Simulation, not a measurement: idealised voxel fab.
Herein follows the process module entitled voxel gate over fins.
The cross-section shown here is cut; it is 210 nm wide and divided into square cells measuring 5 nm on a side.
We lay out every cross-section as a grid of square cells and spell it out in bands from the top down, where one band means one or more rows of cells. This entry defines a band. It first specifies the height of the band's top and the height of its bottom in nm, and then specifies the band's materials from left to right, stating each material with its width in nm. The word "edge to edge" identifies a single material that fills the band from edge to edge, while the word "blank" identifies empty space. Heads up on the height convention: 0 is the point under which the incoming wafer is all one material, and the lowest band has no bottom, it just keeps going down, like "top 0, no bottom". When a width is written as two numbers, as in "30 to 40", the first number is the width in the top row of cells of the band and the second is the width in its bottom row, and the width changes by the same amount from each row to the next. Where a step carries "no alteration", the cross-section came out of it unchanged, cell for cell. Voids, enclosed: empty space of 8 cells or more with no open way to the top, each as width x height at its distance from the left edge, in nm. Note: text after step settings on the step line = simulator remark on that step. The optional step-line setting "overlay nm" applies to steps with a mask and quantifies how far to the right of its planned location the mask lay, a negative value indicating leftward placement. Reading guide: pairs of cross-sections, before and after one process step; after view cut off at lowest changed band; step and settings listed under each pair. Pairs may stem from different runs of this module on the same starting wafer; continuity with the pair above only where the "before" entry states it.

before
    top 15, bottom 5  aC edge to edge
    top 5, bottom 0  SiN edge to edge
    top 0, no bottom  Si edge to edge
    Voids, enclosed: none

Resulting Cross-Section
    top 45, bottom 15  blank 70 nm  resist 25 nm  blank 15 nm  resist 25 nm  blank 75 nm
    Whatever lies below 15 is exactly as it was before.
    Voids, enclosed: none
Between the two cross-sections shown above lies PATTERN: tone cover, mask id FINS, material resist, width nm 25, pitch nm 40, thk nm 30, overlay nm 0

before: per the after cross-section of the pair just above.

Resulting Cross-Section
    top 35, bottom 15  blank 70 nm  resist 25 nm  blank 15 nm  resist 25 nm  blank 75 nm
    top 15, bottom 5  blank 70 nm  aC 25 nm  blank 15 nm  aC 25 nm  blank 75 nm
    Whatever lies below 5 is exactly as it was before.
    Voids, enclosed: none
Between the two cross-sections shown above lies DIRECTIONAL_ETCH: etch materials aC, depth nm 10

before: per the after cross-section of the pair just above.

Resulting Cross-Section
    top 15, bottom 5  blank 70 nm  aC 25 nm  blank 15 nm  aC 25 nm  blank 75 nm
    Whatever lies below 5 is exactly as it was before.
    Voids, enclosed: none
Between the two cross-sections shown above lies STRIP: etch materials resist

before: per the after cross-section of the pair just above.

Resulting Cross-Section
    top 15, bottom 5  blank 70 nm  aC 25 nm  blank 15 nm  aC 25 nm  blank 75 nm
    top 5, bottom 0  blank 70 nm  SiN 25 nm  blank 15 nm  SiN 25 nm  blank 75 nm
    Whatever lies below 0 is exactly as it was before.
    Voids, enclosed: none
Between the two cross-sections shown above lies DIRECTIONAL_ETCH: etch materials SiN, depth nm 5

before: per the after cross-section of the pair just above.

Resulting Cross-Section
    top 15, bottom 5  blank 70 nm  aC 25 nm  blank 15 nm  aC 25 nm  blank 75 nm
    top 5, bottom 0  blank 70 nm  SiN 25 nm  blank 15 nm  SiN 25 nm  blank 75 nm
    top 0, bottom -40  blank 70 nm  Si 25 nm  blank 15 nm  Si 25 nm  blank 75 nm
    Whatever lies below -40 is exactly as it was before.
    Voids, enclosed: none
Between the two cross-sections shown above lies DIRECTIONAL_ETCH: etch materials Si, depth nm 40

before: per the after cross-section of the pair just above.

Resulting Cross-Section
    top 5, bottom 0  blank 70 nm  SiN 25 nm  blank 15 nm  SiN 25 nm  blank 75 nm
    Whatever lies below 0 is exactly as it was before.
    Voids, enclosed: none
Between the two cross-sections shown above lies STRIP: etch materials aC

before: per the after cross-section of the pair just above.

Resulting Cross-Section
    top 5, bottom 0  blank 70 nm  SiN 25 nm  blank 15 nm  SiN 25 nm  blank 75 nm
    top 0, bottom -40  blank 70 nm  SiO2 5 nm  Si 15 nm  SiO2 5 nm  blank 15 nm  SiO2 5 nm  Si 15 nm  SiO2 5 nm  blank 75 nm
    top -40, bottom -45  SiO2 75 nm  Si 15 nm  SiO2 25 nm  Si 15 nm  SiO2 80 nm
    Whatever lies below -45 is exactly as it was before.
    Voids, enclosed: none
Between the two cross-sections shown above lies OXIDIZE: depth nm 5

before: per the after cross-section of the pair just above.

Resulting Cross-Section
    top 15, bottom 5  SiO2 edge to edge
    top 5, bottom 0  SiO2 70 nm  SiN 25 nm  SiO2 15 nm  SiN 25 nm  SiO2 75 nm
    top 0, bottom -45  SiO2 75 nm  Si 15 nm  SiO2 25 nm  Si 15 nm  SiO2 80 nm
    Whatever lies below -45 is exactly as it was before.
    Voids, enclosed: none
Between the two cross-sections shown above lies FILL_DEP: material SiO2, thk nm 10

before: per the after cross-section of the pair just above.

Resulting Cross-Section
    top 5, bottom 0  SiO2 70 nm  SiN 25 nm  SiO2 15 nm  SiN 25 nm  SiO2 75 nm
    Whatever lies below 0 is exactly as it was before.
    Voids, enclosed: none
Between the two cross-sections shown above lies CMP: height nm 5

before: per the after cross-section of the pair just above.

Resulting Cross-Section
    top 5, bottom 0  blank 70 nm  SiN 25 nm  blank 15 nm  SiN 25 nm  blank 75 nm
    top 0, bottom -15  blank 75 nm  Si 15 nm  blank 25 nm  Si 15 nm  blank 80 nm
    Whatever lies below -15 is exactly as it was before.
    Voids, enclosed: none
Between the two cross-sections shown above lies SELECTIVE_ETCH: etch materials SiO2, depth nm 20

before: per the after cross-section of the pair just above.

Resulting Cross-Section
    top 0, bottom -15  blank 75 nm  Si 15 nm  blank 25 nm  Si 15 nm  blank 80 nm
    Whatever lies below -15 is exactly as it was before.
    Voids, enclosed: none
Between the two cross-sections shown above lies STRIP: etch materials SiN

before: per the after cross-section of the pair just above.

Resulting Cross-Section
    top 5, bottom 0  blank 70 nm  HfO2 25 nm  blank 15 nm  HfO2 25 nm  blank 75 nm
    top 0, bottom -10  blank 70 nm  HfO2 5 nm  Si 15 nm  HfO2 5 nm  blank 15 nm  HfO2 5 nm  Si 15 nm  HfO2 5 nm  blank 75 nm
    top -10, bottom -15  HfO2 75 nm  Si 15 nm  HfO2 25 nm  Si 15 nm  HfO2 80 nm
    Whatever lies below -15 is exactly as it was before.
    Voids, enclosed: none
Between the two cross-sections shown above lies CONFORMAL_DEP: material HfO2, thk nm 5

before: per the after cross-section of the pair just above.

Resulting Cross-Section
    top 10, bottom 5  blank 65 nm  TiN 35 nm  blank 5 nm  TiN 35 nm  blank 70 nm
    top 5, bottom 0  blank 65 nm  TiN 5 nm  HfO2 25 nm  TiN 5 nm  blank 5 nm  TiN 5 nm  HfO2 25 nm  TiN 5 nm  blank 70 nm
    top 0, bottom -5  blank 65 nm  TiN 5 nm  HfO2 5 nm  Si 15 nm  HfO2 5 nm  TiN 5 nm  blank 5 nm  TiN 5 nm  HfO2 5 nm  Si 15 nm  HfO2 5 nm  TiN 5 nm  blank 70 nm
    top -5, bottom -10  TiN 70 nm  HfO2 5 nm  Si 15 nm  HfO2 5 nm  TiN 15 nm  HfO2 5 nm  Si 15 nm  HfO2 5 nm  TiN 75 nm
    Whatever lies below -10 is exactly as it was before.
    Voids, enclosed: none
Between the two cross-sections shown above lies CONFORMAL_DEP: material TiN, thk nm 5

before: per the after cross-section of the pair just above.

Resulting Cross-Section
    top 15, bottom 10  blank 60 nm  TiAl 85 nm  blank 65 nm
    top 10, bottom 5  blank 60 nm  TiAl 5 nm  TiN 35 nm  TiAl 5 nm  TiN 35 nm  TiAl 5 nm  blank 65 nm
    top 5, bottom 0  blank 60 nm  TiAl 5 nm  TiN 5 nm  HfO2 25 nm  TiN 5 nm  TiAl 5 nm  TiN 5 nm  HfO2 25 nm  TiN 5 nm  TiAl 5 nm  blank 65 nm
    top 0, bottom -5  TiAl 65 nm  TiN 5 nm  HfO2 5 nm  Si 15 nm  HfO2 5 nm  TiN 5 nm  TiAl 5 nm  TiN 5 nm  HfO2 5 nm  Si 15 nm  HfO2 5 nm  TiN 5 nm  TiAl 70 nm
    Whatever lies below -5 is exactly as it was before.
    Voids, enclosed: none
Between the two cross-sections shown above lies CONFORMAL_DEP: material TiAl, thk nm 5

before: per the after cross-section of the pair just above.

Resulting Cross-Section
    top 20, bottom 15  blank 55 nm  TiN 95 nm  blank 60 nm
    top 15, bottom 10  blank 55 nm  TiN 5 nm  TiAl 85 nm  TiN 5 nm  blank 60 nm
    top 10, bottom 5  blank 55 nm  TiN 5 nm  TiAl 5 nm  TiN 35 nm  TiAl 5 nm  TiN 35 nm  TiAl 5 nm  TiN 5 nm  blank 60 nm
    top 5, bottom 0  TiN 60 nm  TiAl 5 nm  TiN 5 nm  HfO2 25 nm  TiN 5 nm  TiAl 5 nm  TiN 5 nm  HfO2 25 nm  TiN 5 nm  TiAl 5 nm  TiN 65 nm
    Whatever lies below 0 is exactly as it was before.
    Voids, enclosed: none
Between the two cross-sections shown above lies CONFORMAL_DEP: material TiN, thk nm 5

before: per the after cross-section of the pair just above.

Resulting Cross-Section
    top 30, bottom 20  W edge to edge
    top 20, bottom 15  W 55 nm  TiN 95 nm  W 60 nm
    top 15, bottom 10  W 55 nm  TiN 5 nm  TiAl 85 nm  TiN 5 nm  W 60 nm
    top 10, bottom 5  W 55 nm  TiN 5 nm  TiAl 5 nm  TiN 35 nm  TiAl 5 nm  TiN 35 nm  TiAl 5 nm  TiN 5 nm  W 60 nm
    Whatever lies below 5 is exactly as it was before.
    Voids, enclosed: none
Between the two cross-sections shown above lies FILL_DEP: material W, thk nm 10

before: per the after cross-section of the pair just above.

Resulting Cross-Section
    top 25, bottom 20  W edge to edge
    Whatever lies below 20 is exactly as it was before.
    Voids, enclosed: none
Between the two cross-sections shown above lies CMP: height nm 25

before: per the after cross-section of the pair just above.

Resulting Cross-Section
    top 35, bottom 25  SiN edge to edge
    Whatever lies below 25 is exactly as it was before.
    Voids, enclosed: none
Between the two cross-sections shown above lies CONFORMAL_DEP: material SiN, thk nm 10

before
    top 15, bottom 5  aC edge to edge
    top 5, bottom 0  SiN edge to edge
    top 0, no bottom  Si edge to edge
    Voids, enclosed: none

Resulting Cross-Section
    top 45, bottom 15  blank 85 nm  resist 15 nm  blank 25 nm  resist 15 nm  blank 70 nm
    Whatever lies below 15 is exactly as it was before.
    Voids, enclosed: none
Between the two cross-sections shown above lies PATTERN: tone cover, mask id FINS, material resist, width nm 15, pitch nm 40, thk nm 30, overlay nm 10

before: per the after cross-section of the pair just above.

Resulting Cross-Section
    top 35, bottom 15  blank 85 nm  resist 15 nm  blank 25 nm  resist 15 nm  blank 70 nm
    top 15, bottom 5  blank 85 nm  aC 15 nm  blank 25 nm  aC 15 nm  blank 70 nm
    Whatever lies below 5 is exactly as it was before.
    Voids, enclosed: none
Between the two cross-sections shown above lies DIRECTIONAL_ETCH: etch materials aC, depth nm 10

before: per the after cross-section of the pair just above.

Resulting Cross-Section
    top 15, bottom 5  blank 85 nm  aC 15 nm  blank 25 nm  aC 15 nm  blank 70 nm
    Whatever lies below 5 is exactly as it was before.
    Voids, enclosed: none
Between the two cross-sections shown above lies STRIP: etch materials resist

before: per the after cross-section of the pair just above.

Resulting Cross-Section
    top 15, bottom 5  blank 85 nm  aC 15 nm  blank 25 nm  aC 15 nm  blank 70 nm
    top 5, bottom 0  blank 85 nm  SiN 15 nm  blank 25 nm  SiN 15 nm  blank 70 nm
    Whatever lies below 0 is exactly as it was before.
    Voids, enclosed: none
Between the two cross-sections shown above lies DIRECTIONAL_ETCH: etch materials SiN, depth nm 5

before: per the after cross-section of the pair just above.

Resulting Cross-Section
    top 15, bottom 5  blank 85 nm  aC 15 nm  blank 25 nm  aC 15 nm  blank 70 nm
    top 5, bottom 0  blank 85 nm  SiN 15 nm  blank 25 nm  SiN 15 nm  blank 70 nm
    top 0, bottom -40  blank 85 nm  Si 15 nm  blank 25 nm  Si 15 nm  blank 70 nm
    Whatever lies below -40 is exactly as it was before.
    Voids, enclosed: none
Between the two cross-sections shown above lies DIRECTIONAL_ETCH: etch materials Si, depth nm 40

before: per the after cross-section of the pair just above.

Resulting Cross-Section
    top 5, bottom 0  blank 85 nm  SiN 15 nm  blank 25 nm  SiN 15 nm  blank 70 nm
    Whatever lies below 0 is exactly as it was before.
    Voids, enclosed: none
Between the two cross-sections shown above lies STRIP: etch materials aC

before: per the after cross-section of the pair just above.

Resulting Cross-Section
    top 5, bottom 0  blank 85 nm  SiN 15 nm  blank 25 nm  SiN 15 nm  blank 70 nm
    top 0, bottom -40  blank 85 nm  SiO2 5 nm  Si 5 nm  SiO2 5 nm  blank 25 nm  SiO2 5 nm  Si 5 nm  SiO2 5 nm  blank 70 nm
    top -40, bottom -45  SiO2 90 nm  Si 5 nm  SiO2 35 nm  Si 5 nm  SiO2 75 nm
    Whatever lies below -45 is exactly as it was before.
    Voids, enclosed: none
Between the two cross-sections shown above lies OXIDIZE: depth nm 5

before: per the after cross-section of the pair just above.

Resulting Cross-Section
    top 15, bottom 5  SiO2 edge to edge
    top 5, bottom 0  SiO2 85 nm  SiN 15 nm  SiO2 25 nm  SiN 15 nm  SiO2 70 nm
    top 0, bottom -45  SiO2 90 nm  Si 5 nm  SiO2 35 nm  Si 5 nm  SiO2 75 nm
    Whatever lies below -45 is exactly as it was before.
    Voids, enclosed: none
Between the two cross-sections shown above lies FILL_DEP: material SiO2, thk nm 10

before: per the after cross-section of the pair just above.

Resulting Cross-Section
    top 5, bottom 0  SiO2 85 nm  SiN 15 nm  SiO2 25 nm  SiN 15 nm  SiO2 70 nm
    Whatever lies below 0 is exactly as it was before.
    Voids, enclosed: none
Between the two cross-sections shown above lies CMP: height nm 5

before: per the after cross-section of the pair just above.

Resulting Cross-Section
    top 5, bottom 0  blank 85 nm  SiN 15 nm  blank 25 nm  SiN 15 nm  blank 70 nm
    top 0, bottom -15  blank 90 nm  Si 5 nm  blank 35 nm  Si 5 nm  blank 75 nm
    Whatever lies below -15 is exactly as it was before.
    Voids, enclosed: none
Between the two cross-sections shown above lies SELECTIVE_ETCH: etch materials SiO2, depth nm 20

before: per the after cross-section of the pair just above.

Resulting Cross-Section
    top 0, bottom -15  blank 90 nm  Si 5 nm  blank 35 nm  Si 5 nm  blank 75 nm
    Whatever lies below -15 is exactly as it was before.
    Voids, enclosed: none
Between the two cross-sections shown above lies STRIP: etch materials SiN

before: per the after cross-section of the pair just above.

Resulting Cross-Section
    top 5, bottom 0  blank 85 nm  HfO2 15 nm  blank 25 nm  HfO2 15 nm  blank 70 nm
    top 0, bottom -10  blank 85 nm  HfO2 5 nm  Si 5 nm  HfO2 5 nm  blank 25 nm  HfO2 5 nm  Si 5 nm  HfO2 5 nm  blank 70 nm
    top -10, bottom -15  HfO2 90 nm  Si 5 nm  HfO2 35 nm  Si 5 nm  HfO2 75 nm
    Whatever lies below -15 is exactly as it was before.
    Voids, enclosed: none
Between the two cross-sections shown above lies CONFORMAL_DEP: material HfO2, thk nm 5

before: per the after cross-section of the pair just above.

Resulting Cross-Section
    top 10, bottom 5  blank 80 nm  TiN 25 nm  blank 15 nm  TiN 25 nm  blank 65 nm
    top 5, bottom 0  blank 80 nm  TiN 5 nm  HfO2 15 nm  TiN 5 nm  blank 15 nm  TiN 5 nm  HfO2 15 nm  TiN 5 nm  blank 65 nm
    top 0, bottom -5  blank 80 nm  TiN 5 nm  HfO2 5 nm  Si 5 nm  HfO2 5 nm  TiN 5 nm  blank 15 nm  TiN 5 nm  HfO2 5 nm  Si 5 nm  HfO2 5 nm  TiN 5 nm  blank 65 nm
    top -5, bottom -10  TiN 85 nm  HfO2 5 nm  Si 5 nm  HfO2 5 nm  TiN 25 nm  HfO2 5 nm  Si 5 nm  HfO2 5 nm  TiN 70 nm
    Whatever lies below -10 is exactly as it was before.
    Voids, enclosed: none
Between the two cross-sections shown above lies CONFORMAL_DEP: material TiN, thk nm 5

before: per the after cross-section of the pair just above.

Resulting Cross-Section
    top 15, bottom 10  blank 75 nm  TiAl 35 nm  blank 5 nm  TiAl 35 nm  blank 60 nm
    top 10, bottom 5  blank 75 nm  TiAl 5 nm  TiN 25 nm  TiAl 5 nm  blank 5 nm  TiAl 5 nm  TiN 25 nm  TiAl 5 nm  blank 60 nm
    top 5, bottom 0  blank 75 nm  TiAl 5 nm  TiN 5 nm  HfO2 15 nm  TiN 5 nm  TiAl 5 nm  blank 5 nm  TiAl 5 nm  TiN 5 nm  HfO2 15 nm  TiN 5 nm  TiAl 5 nm  blank 60 nm
    top 0, bottom -5  TiAl 80 nm  TiN 5 nm  HfO2 5 nm  Si 5 nm  HfO2 5 nm  TiN 5 nm  TiAl 15 nm  TiN 5 nm  HfO2 5 nm  Si 5 nm  HfO2 5 nm  TiN 5 nm  TiAl 65 nm
    Whatever lies below -5 is exactly as it was before.
    Voids, enclosed: none
Between the two cross-sections shown above lies CONFORMAL_DEP: material TiAl, thk nm 5

before: per the after cross-section of the pair just above.

Resulting Cross-Section
    top 20, bottom 15  blank 70 nm  TiN 85 nm  blank 55 nm
    top 15, bottom 10  blank 70 nm  TiN 5 nm  TiAl 35 nm  TiN 5 nm  TiAl 35 nm  TiN 5 nm  blank 55 nm
    top 10, bottom 5  blank 70 nm  TiN 5 nm  TiAl 5 nm  TiN 25 nm  TiAl 5 nm  TiN 5 nm  TiAl 5 nm  TiN 25 nm  TiAl 5 nm  TiN 5 nm  blank 55 nm
    top 5, bottom 0  TiN 75 nm  TiAl 5 nm  TiN 5 nm  HfO2 15 nm  TiN 5 nm  TiAl 5 nm  TiN 5 nm  TiAl 5 nm  TiN 5 nm  HfO2 15 nm  TiN 5 nm  TiAl 5 nm  TiN 60 nm
    Whatever lies below 0 is exactly as it was before.
    Voids, enclosed: none
Between the two cross-sections shown above lies CONFORMAL_DEP: material TiN, thk nm 5

before: per the after cross-section of the pair just above.

Resulting Cross-Section
    top 30, bottom 20  W edge to edge
    top 20, bottom 15  W 70 nm  TiN 85 nm  W 55 nm
    top 15, bottom 10  W 70 nm  TiN 5 nm  TiAl 35 nm  TiN 5 nm  TiAl 35 nm  TiN 5 nm  W 55 nm
    top 10, bottom 5  W 70 nm  TiN 5 nm  TiAl 5 nm  TiN 25 nm  TiAl 5 nm  TiN 5 nm  TiAl 5 nm  TiN 25 nm  TiAl 5 nm  TiN 5 nm  W 55 nm
    Whatever lies below 5 is exactly as it was before.
    Voids, enclosed: none
Between the two cross-sections shown above lies FILL_DEP: material W, thk nm 10

before: per the after cross-section of the pair just above.

Resulting Cross-Section
    top 25, bottom 20  W edge to edge
    Whatever lies below 20 is exactly as it was before.
    Voids, enclosed: none
Between the two cross-sections shown above lies CMP: height nm 25

before: per the after cross-section of the pair just above.

Resulting Cross-Section
    top 35, bottom 25  SiN edge to edge
    Whatever lies below 25 is exactly as it was before.
    Voids, enclosed: none
Between the two cross-sections shown above lies CONFORMAL_DEP: material SiN, thk nm 10

before
    top 20, bottom 15  blank 60 nm  TiN 85 nm  blank 65 nm
    top 15, bottom 10  blank 60 nm  TiN 5 nm  TiAl 35 nm  TiN 5 nm  TiAl 35 nm  TiN 5 nm  blank 65 nm
    top 10, bottom 5  blank 60 nm  TiN 5 nm  TiAl 5 nm  TiN 25 nm  TiAl 5 nm  TiN 5 nm  TiAl 5 nm  TiN 25 nm  TiAl 5 nm  TiN 5 nm  blank 65 nm
    top 5, bottom 0  TiN 65 nm  TiAl 5 nm  TiN 5 nm  HfO2 15 nm  TiN 5 nm  TiAl 5 nm  TiN 5 nm  TiAl 5 nm  TiN 5 nm  HfO2 15 nm  TiN 5 nm  TiAl 5 nm  TiN 70 nm
    top 0, bottom -5  TiAl 70 nm  TiN 5 nm  HfO2 5 nm  Si 5 nm  HfO2 5 nm  TiN 5 nm  TiAl 15 nm  TiN 5 nm  HfO2 5 nm  Si 5 nm  HfO2 5 nm  TiN 5 nm  TiAl 75 nm
    top -5, bottom -10  TiN 75 nm  HfO2 5 nm  Si 5 nm  HfO2 5 nm  TiN 25 nm  HfO2 5 nm  Si 5 nm  HfO2 5 nm  TiN 80 nm
    top -10, bottom -15  HfO2 80 nm  Si 5 nm  HfO2 35 nm  Si 5 nm  HfO2 85 nm
    top -15, bottom -45  SiO2 80 nm  Si 5 nm  SiO2 35 nm  Si 5 nm  SiO2 85 nm
    top -45, no bottom  Si edge to edge
    Voids, enclosed: none

Resulting Cross-Section
    top 30, bottom 20  aC edge to edge
    top 20, bottom 15  aC 60 nm  TiN 85 nm  aC 65 nm
    top 15, bottom 10  aC 60 nm  TiN 5 nm  TiAl 35 nm  TiN 5 nm  TiAl 35 nm  TiN 5 nm  aC 65 nm
    top 10, bottom 5  aC 60 nm  TiN 5 nm  TiAl 5 nm  TiN 25 nm  TiAl 5 nm  TiN 5 nm  TiAl 5 nm  TiN 25 nm  TiAl 5 nm  TiN 5 nm  aC 65 nm
    Whatever lies below 5 is exactly as it was before.
    Voids, enclosed: none
Between the two cross-sections shown above lies FILL_DEP: material aC, thk nm 10

before: per the after cross-section of the pair just above.

Resulting Cross-Section
    top 25, bottom 20  aC edge to edge
    Whatever lies below 20 is exactly as it was before.
    Voids, enclosed: none
Between the two cross-sections shown above lies CMP: height nm 25

before: per the after cross-section of the pair just above.

Resulting Cross-Section
    top 35, bottom 25  SiN edge to edge
    Whatever lies below 25 is exactly as it was before.
    Voids, enclosed: none
Between the two cross-sections shown above lies CONFORMAL_DEP: material SiN, thk nm 10

before
    top 15, bottom 5  aC edge to edge
    top 5, bottom 0  SiN edge to edge
    top 0, no bottom  Si edge to edge
    Voids, enclosed: none

Resulting Cross-Section
    top 45, bottom 15  resist 75 nm  blank 15 nm  resist 25 nm  blank 15 nm  resist 80 nm
    Whatever lies below 15 is exactly as it was before.
    Voids, enclosed: none
Between the two cross-sections shown above lies PATTERN: tone open, mask id FINS, material resist, width nm 15, pitch nm 40, thk nm 30, overlay nm 0

before: per the after cross-section of the pair just above.

Resulting Cross-Section
    top 35, bottom 15  resist 75 nm  blank 15 nm  resist 25 nm  blank 15 nm  resist 80 nm
    top 15, bottom 5  aC 75 nm  blank 15 nm  aC 25 nm  blank 15 nm  aC 80 nm
    Whatever lies below 5 is exactly as it was before.
    Voids, enclosed: none
Between the two cross-sections shown above lies DIRECTIONAL_ETCH: etch materials aC, depth nm 10

before: per the after cross-section of the pair just above.

Resulting Cross-Section
    top 15, bottom 5  aC 75 nm  blank 15 nm  aC 25 nm  blank 15 nm  aC 80 nm
    Whatever lies below 5 is exactly as it was before.
    Voids, enclosed: none
Between the two cross-sections shown above lies STRIP: etch materials resist

before: per the after cross-section of the pair just above.

Resulting Cross-Section
    top 15, bottom 5  aC 75 nm  blank 15 nm  aC 25 nm  blank 15 nm  aC 80 nm
    top 5, bottom 0  SiN 75 nm  blank 15 nm  SiN 25 nm  blank 15 nm  SiN 80 nm
    Whatever lies below 0 is exactly as it was before.
    Voids, enclosed: none
Between the two cross-sections shown above lies DIRECTIONAL_ETCH: etch materials SiN, depth nm 5

before: per the after cross-section of the pair just above.

Resulting Cross-Section
    top 15, bottom 5  aC 75 nm  blank 15 nm  aC 25 nm  blank 15 nm  aC 80 nm
    top 5, bottom 0  SiN 75 nm  blank 15 nm  SiN 25 nm  blank 15 nm  SiN 80 nm
    top 0, bottom -40  Si 75 nm  blank 15 nm  Si 25 nm  blank 15 nm  Si 80 nm
    Whatever lies below -40 is exactly as it was before.
    Voids, enclosed: none
Between the two cross-sections shown above lies DIRECTIONAL_ETCH: etch materials Si, depth nm 40

before: per the after cross-section of the pair just above.

Resulting Cross-Section
    top 5, bottom 0  SiN 75 nm  blank 15 nm  SiN 25 nm  blank 15 nm  SiN 80 nm
    Whatever lies below 0 is exactly as it was before.
    Voids, enclosed: none
Between the two cross-sections shown above lies STRIP: etch materials aC

before: per the after cross-section of the pair just above.

Resulting Cross-Section
    top 5, bottom 0  SiN 75 nm  blank 15 nm  SiN 25 nm  blank 15 nm  SiN 80 nm
    top 0, bottom -40  Si 70 nm  SiO2 5 nm  blank 15 nm  SiO2 5 nm  Si 15 nm  SiO2 5 nm  blank 15 nm  SiO2 5 nm  Si 75 nm
    top -40, bottom -45  Si 70 nm  SiO2 25 nm  Si 15 nm  SiO2 25 nm  Si 75 nm
    Whatever lies below -45 is exactly as it was before.
    Voids, enclosed: none
Between the two cross-sections shown above lies OXIDIZE: depth nm 5

before: per the after cross-section of the pair just above.

Resulting Cross-Section
    top 15, bottom 5  SiO2 edge to edge
    top 5, bottom 0  SiN 75 nm  SiO2 15 nm  SiN 25 nm  SiO2 15 nm  SiN 80 nm
    top 0, bottom -45  Si 70 nm  SiO2 25 nm  Si 15 nm  SiO2 25 nm  Si 75 nm
    Whatever lies below -45 is exactly as it was before.
    Voids, enclosed: none
Between the two cross-sections shown above lies FILL_DEP: material SiO2, thk nm 10

before: per the after cross-section of the pair just above.

Resulting Cross-Section
    top 5, bottom 0  SiN 75 nm  SiO2 15 nm  SiN 25 nm  SiO2 15 nm  SiN 80 nm
    Whatever lies below 0 is exactly as it was before.
    Voids, enclosed: none
Between the two cross-sections shown above lies CMP: height nm 5

before: per the after cross-section of the pair just above.

Resulting Cross-Section
    top 5, bottom 0  SiN 75 nm  blank 15 nm  SiN 25 nm  blank 15 nm  SiN 80 nm
    top 0, bottom -15  Si 70 nm  blank 25 nm  Si 15 nm  blank 25 nm  Si 75 nm
    Whatever lies below -15 is exactly as it was before.
    Voids, enclosed: none
Between the two cross-sections shown above lies SELECTIVE_ETCH: etch materials SiO2, depth nm 20

before: per the after cross-section of the pair just above.

Resulting Cross-Section
    top 0, bottom -15  Si 70 nm  blank 25 nm  Si 15 nm  blank 25 nm  Si 75 nm
    Whatever lies below -15 is exactly as it was before.
    Voids, enclosed: none
Between the two cross-sections shown above lies STRIP: etch materials SiN

before: per the after cross-section of the pair just above.

Resulting Cross-Section
    top 5, bottom 0  HfO2 75 nm  blank 15 nm  HfO2 25 nm  blank 15 nm  HfO2 80 nm
    top 0, bottom -10  Si 70 nm  HfO2 5 nm  blank 15 nm  HfO2 5 nm  Si 15 nm  HfO2 5 nm  blank 15 nm  HfO2 5 nm  Si 75 nm
    top -10, bottom -15  Si 70 nm  HfO2 25 nm  Si 15 nm  HfO2 25 nm  Si 75 nm
    Whatever lies below -15 is exactly as it was before.
    Voids, enclosed: none
Between the two cross-sections shown above lies CONFORMAL_DEP: material HfO2, thk nm 5

before: per the after cross-section of the pair just above.

Resulting Cross-Section
    top 10, bottom 5  TiN 80 nm  blank 5 nm  TiN 35 nm  blank 5 nm  TiN 85 nm
    top 5, bottom 0  HfO2 75 nm  TiN 5 nm  blank 5 nm  TiN 5 nm  HfO2 25 nm  TiN 5 nm  blank 5 nm  TiN 5 nm  HfO2 80 nm
    top 0, bottom -5  Si 70 nm  HfO2 5 nm  TiN 5 nm  blank 5 nm  TiN 5 nm  HfO2 5 nm  Si 15 nm  HfO2 5 nm  TiN 5 nm  blank 5 nm  TiN 5 nm  HfO2 5 nm  Si 75 nm
    top -5, bottom -10  Si 70 nm  HfO2 5 nm  TiN 15 nm  HfO2 5 nm  Si 15 nm  HfO2 5 nm  TiN 15 nm  HfO2 5 nm  Si 75 nm
    Whatever lies below -10 is exactly as it was before.
    Voids, enclosed: none
Between the two cross-sections shown above lies CONFORMAL_DEP: material TiN, thk nm 5

before: per the after cross-section of the pair just above.

Resulting Cross-Section
    top 15, bottom 10  TiAl edge to edge
    top 10, bottom 5  TiN 80 nm  TiAl 5 nm  TiN 35 nm  TiAl 5 nm  TiN 85 nm
    top 5, bottom 0  HfO2 75 nm  TiN 5 nm  TiAl 5 nm  TiN 5 nm  HfO2 25 nm  TiN 5 nm  TiAl 5 nm  TiN 5 nm  HfO2 80 nm
    top 0, bottom -5  Si 70 nm  HfO2 5 nm  TiN 5 nm  TiAl 5 nm  TiN 5 nm  HfO2 5 nm  Si 15 nm  HfO2 5 nm  TiN 5 nm  TiAl 5 nm  TiN 5 nm  HfO2 5 nm  Si 75 nm
    Whatever lies below -5 is exactly as it was before.
    Voids, enclosed: none
Between the two cross-sections shown above lies CONFORMAL_DEP: material TiAl, thk nm 5

before: per the after cross-section of the pair just above.

Resulting Cross-Section
    top 20, bottom 15  TiN edge to edge
    Whatever lies below 15 is exactly as it was before.
    Voids, enclosed: none
Between the two cross-sections shown above lies CONFORMAL_DEP: material TiN, thk nm 5

before: per the after cross-section of the pair just above.

Resulting Cross-Section
    top 30, bottom 20  W edge to edge
    Whatever lies below 20 is exactly as it was before.
    Voids, enclosed: none
Between the two cross-sections shown above lies FILL_DEP: material W, thk nm 10

before: per the after cross-section of the pair just above.

Resulting Cross-Section
    top 25, bottom 20  W edge to edge
    Whatever lies below 20 is exactly as it was before.
    Voids, enclosed: none
Between the two cross-sections shown above lies CMP: height nm 25

before: per the after cross-section of the pair just above.

Resulting Cross-Section
    top 35, bottom 25  SiN edge to edge
    Whatever lies below 25 is exactly as it was before.
    Voids, enclosed: none
Between the two cross-sections shown above lies CONFORMAL_DEP: material SiN, thk nm 10
